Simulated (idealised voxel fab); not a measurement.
Herein follows the process module entitled voxel transistor to metal.
Square cell edge 5 nm, section width 185 nm, ID cut.
Cross-section layout: square cells on a grid; listed as bands, top to bottom; a band spans one or more cell rows. The band entry comprises the height of the band's top followed by the height of its bottom, expressed in nm, and subsequently the band's materials from left to right, each stated together with its width in nm. Where a single material is marked with the word "edge to edge", that material fills the band from edge to edge. The word "air" represents empty space. Beneath 0, the wafer as received is one material, and that level is where height counting begins. The lowest band goes on downward without a bottom; it is written like "z 0 and below". When a width is written as two numbers, as in "30..40", the first number is the width in the top row of cells of the band and the second is the width in its bottom row, and the width changes by the same amount from each row to the next. Step note "remained unchanged" = no cross-section cell changed. Basically, "Sealed-off cavities" tells you about the enclosed voids: empty spaces with no open way to the top, 8 cells or bigger, each written width x height at distance, where distance is from the left edge, all in nm. Anything after a step's settings on that line? It's the simulator's own note about the step. "overlay nm" on a masked step: distance the mask lay right of its planned place, negative for left.

-- Planned step list for the process
1: RECEIVE, material Si
2: OXIDIZE, depth nm 5
3: CONFORMAL_DEP, material SiN, thk nm 10
4: DIRECTIONAL_DEP, material aC, thk nm 10
5: PATTERN, tone cover, mask id ACTIVE, material resist, width nm 105, thk nm 25, overlay nm 0
6: DIRECTIONAL_ETCH, etch materials aC, depth nm 10
7: STRIP, etch materials resist
8: DIRECTIONAL_ETCH, etch materials SiN, depth nm 10
9: DIRECTIONAL_ETCH, etch materials SiO2, depth nm 5
10: DIRECTIONAL_ETCH, etch materials Si, depth nm 35
11: STRIP, etch materials aC
12: OXIDIZE, depth nm 5
13: FILL_DEP, material SiO2, thk nm 5
14: CMP, height nm 10
15: SELECTIVE_ETCH, etch materials SiO2, depth nm 5
16: STRIP, etch materials SiN
17: SELECTIVE_ETCH, etch materials SiO2, depth nm 5
18: OXIDIZE, depth nm 5
19: DIRECTIONAL_DEP, material polySi, thk nm 30
20: DIRECTIONAL_DEP, material SiCN, thk nm 10
21: PATTERN, tone cover, mask id GATE, material resist, width nm 25, thk nm 20, overlay nm 0
22: DIRECTIONAL_ETCH, etch materials SiCN, depth nm 20
23: DIRECTIONAL_ETCH, etch materials polySi, depth nm 40
24: STRIP, etch materials resist
25: CONFORMAL_DEP, material SiO2, thk nm 5
26: DIRECTIONAL_ETCH, etch materials SiO2, depth nm 5
27: CONFORMAL_DEP, material SiN, thk nm 5
28: DIRECTIONAL_ETCH, etch materials SiN, depth nm 5
29: DIRECTIONAL_ETCH, etch materials SiO2, depth nm 5
30: DIRECTIONAL_ETCH, etch materials Si, depth nm 10
31: EPI, material nSi, thk nm 10
32: FILL_DEP, material SiO2, thk nm 10
33: CMP, height nm 35
34: DIRECTIONAL_DEP, material SiO2, thk nm 15
35: PATTERN, tone open, mask id CONTACT, material resist, width nm 20, pitch nm 75, thk nm 15, overlay nm 0
36: DIRECTIONAL_ETCH, etch materials SiO2, depth nm 60
37: STRIP, etch materials resist
38: CONFORMAL_DEP, material TiN, thk nm 5
39: FILL_DEP, material Ru, thk nm 5
40: CMP, height nm 50
41: DIRECTIONAL_DEP, material TiN, thk nm 5
42: DIRECTIONAL_DEP, material W, thk nm 15
43: DIRECTIONAL_DEP, material aC, thk nm 15
44: PATTERN, tone cover, mask id METAL_1, material resist, width nm 20, pitch nm 75, thk nm 35, overlay nm 0
45: DIRECTIONAL_ETCH, etch materials aC, depth nm 15
46: STRIP, etch materials resist
47: DIRECTIONAL_ETCH, etch materials W, depth nm 15
48: DIRECTIONAL_ETCH, etch materials TiN, depth nm 5
49: STRIP, etch materials aC
50: CONFORMAL_DEP, material SiN, thk nm 5
51: FILL_DEP, material lowk, thk nm 10
52: CMP, height nm 70
53: CONFORMAL_DEP, material SiCN, thk nm 5
54: DIRECTIONAL_DEP, material SiO2, thk nm 35
55: MASKED_ETCH, tone open, mask id METAL_2, width nm 20, pitch nm 75, etch materials SiO2, depth nm 20, overlay nm 0
56: MASKED_ETCH, tone open, mask id METAL_2_HOLES, width nm 15, pitch nm 75, etch materials SiO2, depth nm 15, overlay nm 0
57: MASKED_ETCH, tone open, mask id METAL_2_HOLES, width nm 15, pitch nm 75, etch materials SiCN, depth nm 5, overlay nm 0
58: CONFORMAL_DEP, material TiN, thk nm 5
59: FILL_DEP, material Ru, thk nm 5
60: CMP, height nm 110
61: CONFORMAL_DEP, material SiN, thk nm 5

-- The cross-section here shows the wafer as received, i.e. in its state after step 1
  z 0 and below: Si edge to edge
  Sealed-off cavities: none

-- Post-module cross-section of the first of two wafers (run per plan)
  z 115 to 110: SiN edge to edge
  z 110 to 95: SiO2: 45 | TiN: 5 | Ru: 10 | TiN: 5 | SiO2: 55 | TiN: 5 | Ru: 10 | TiN: 5 | SiO2: 45
  z 95 to 90: SiO2: 45 | TiN: 5 | Ru: 5 | TiN: 10 | SiO2: 55 | TiN: 5 | Ru: 5 | TiN: 10 | SiO2: 45
  z 90 to 75: SiO2: 45 | TiN: 5 | Ru: 5 | TiN: 5 | SiO2: 60 | TiN: 5 | Ru: 5 | TiN: 5 | SiO2: 50
  z 75 to 70: SiCN: 45 | TiN: 15 | SiCN: 60 | TiN: 15 | SiCN: 50
  z 70 to 55: lowk: 40 | SiN: 5 | W: 20 | SiN: 5 | lowk: 45 | SiN: 5 | W: 20 | SiN: 5 | lowk: 40
  z 55 to 50: SiN: 45 | TiN: 20 | SiN: 55 | TiN: 20 | SiN: 45
  z 50 to 35: SiO2: 45 | TiN: 5 | Ru: 10 | TiN: 5 | SiO2: 55 | TiN: 5 | Ru: 10 | TiN: 5 | SiO2: 45
  z 35 to 25: SiO2: 45 | TiN: 5 | Ru: 10 | TiN: 5 | SiO2: 5 | SiN: 5 | SiO2: 5 | SiCN: 25 | SiO2: 5 | SiN: 5 | SiO2: 5 | TiN: 5 | Ru: 10 | TiN: 5 | SiO2: 45
  z 25 to 5: SiO2: 45 | TiN: 5 | Ru: 10 | TiN: 5 | SiO2: 5 | SiN: 5 | SiO2: 5 | polySi: 25 | SiO2: 5 | SiN: 5 | SiO2: 5 | TiN: 5 | Ru: 10 | TiN: 5 | SiO2: 45
  z 5 to 0: SiO2: 45 | TiN: 5 | Ru: 5 | TiN: 10 | SiO2: 5 | SiN: 5 | SiO2: 5 | polySi: 25 | SiO2: 5 | SiN: 5 | SiO2: 5 | TiN: 10 | Ru: 5 | TiN: 5 | SiO2: 45
  z 0 to -5: SiO2: 40 | SiN: 5 | TiN: 5 | Ru: 5 | TiN: 5 | nSi: 10 | SiN: 5 | SiO2: 5 | polySi: 25 | SiO2: 5 | SiN: 5 | nSi: 10 | TiN: 5 | Ru: 5 | TiN: 5 | SiN: 5 | SiO2: 40
  z -5 to -10: SiO2: 45 | TiN: 15 | nSi: 10 | SiO2: 45 | nSi: 10 | TiN: 15 | SiO2: 45
  z -10 to -20: SiO2: 45 | nSi: 25 | Si: 45 | nSi: 25 | SiO2: 45
  z -20 to -45: SiO2: 45 | Si: 95 | SiO2: 45
  z -45 and below: Si edge to edge
  Sealed-off cavities: none

-- Wafer two cross-section, module end. Start and plan unchanged from wafer one; one mistake made during the run
  z 115 to 110: SiN edge to edge
  z 110 to 95: SiO2: 45 | TiN: 5 | Ru: 10 | TiN: 5 | SiO2: 55 | TiN: 5 | Ru: 10 | TiN: 5 | SiO2: 45
  z 95 to 90: SiO2: 45 | TiN: 5 | Ru: 5 | TiN: 10 | SiO2: 55 | TiN: 5 | Ru: 5 | TiN: 10 | SiO2: 45
  z 90 to 75: SiO2: 45 | TiN: 5 | Ru: 5 | TiN: 5 | SiO2: 60 | TiN: 5 | Ru: 5 | TiN: 5 | SiO2: 50
  z 75 to 70: SiCN: 45 | TiN: 15 | SiCN: 60 | TiN: 15 | SiCN: 50
  z 70 to 55: lowk: 40 | SiN: 5 | W: 20 | SiN: 5 | lowk: 45 | SiN: 5 | W: 20 | SiN: 5 | lowk: 40
  z 55 to 50: SiN: 45 | TiN: 20 | SiN: 55 | TiN: 20 | SiN: 45
  z 50 to 35: SiO2: 45 | TiN: 5 | Ru: 10 | TiN: 5 | SiO2: 55 | TiN: 5 | Ru: 10 | TiN: 5 | SiO2: 45
  z 35 to 25: SiO2: 45 | TiN: 5 | Ru: 10 | TiN: 5 | SiO2: 10 | SiN: 5 | SiCN: 25 | SiN: 5 | SiO2: 10 | TiN: 5 | Ru: 10 | TiN: 5 | SiO2: 45
  z 25 to 0: SiO2: 45 | TiN: 5 | Ru: 10 | TiN: 5 | SiO2: 10 | SiN: 5 | polySi: 25 | SiN: 5 | SiO2: 10 | TiN: 5 | Ru: 10 | TiN: 5 | SiO2: 45
  z 0 to -5: SiO2: 45 | TiN: 5 | Ru: 10 | TiN: 5 | nSi: 10 | SiN: 5 | polySi: 25 | SiN: 5 | nSi: 10 | TiN: 5 | Ru: 10 | TiN: 5 | SiO2: 45
  z -5 to -10: SiO2: 35 | SiN: 5 | SiO2: 5 | TiN: 20 | nSi: 10 | SiN: 5 | SiO2: 25 | SiN: 5 | nSi: 10 | TiN: 20 | SiO2: 5 | SiN: 5 | SiO2: 35
  z -10 to -20: SiO2: 40..45 | nSi: 35..30 | Si: 35 | nSi: 35..30 | SiO2: 40..45
  z -20 to -45: SiO2: 45 | Si: 95 | SiO2: 45
  z -45 and below: Si edge to edge
  Sealed-off cavities: none
Finding, execution versus plan: step 25 of the plan was excluded from execution and never run
At the finish, the second wafer shows more or fewer cells for some materials than the first does: 4 more of Ru | 4 fewer of Si | 2 more of SiN | 8 fewer of SiO2 | 6 more of nSi
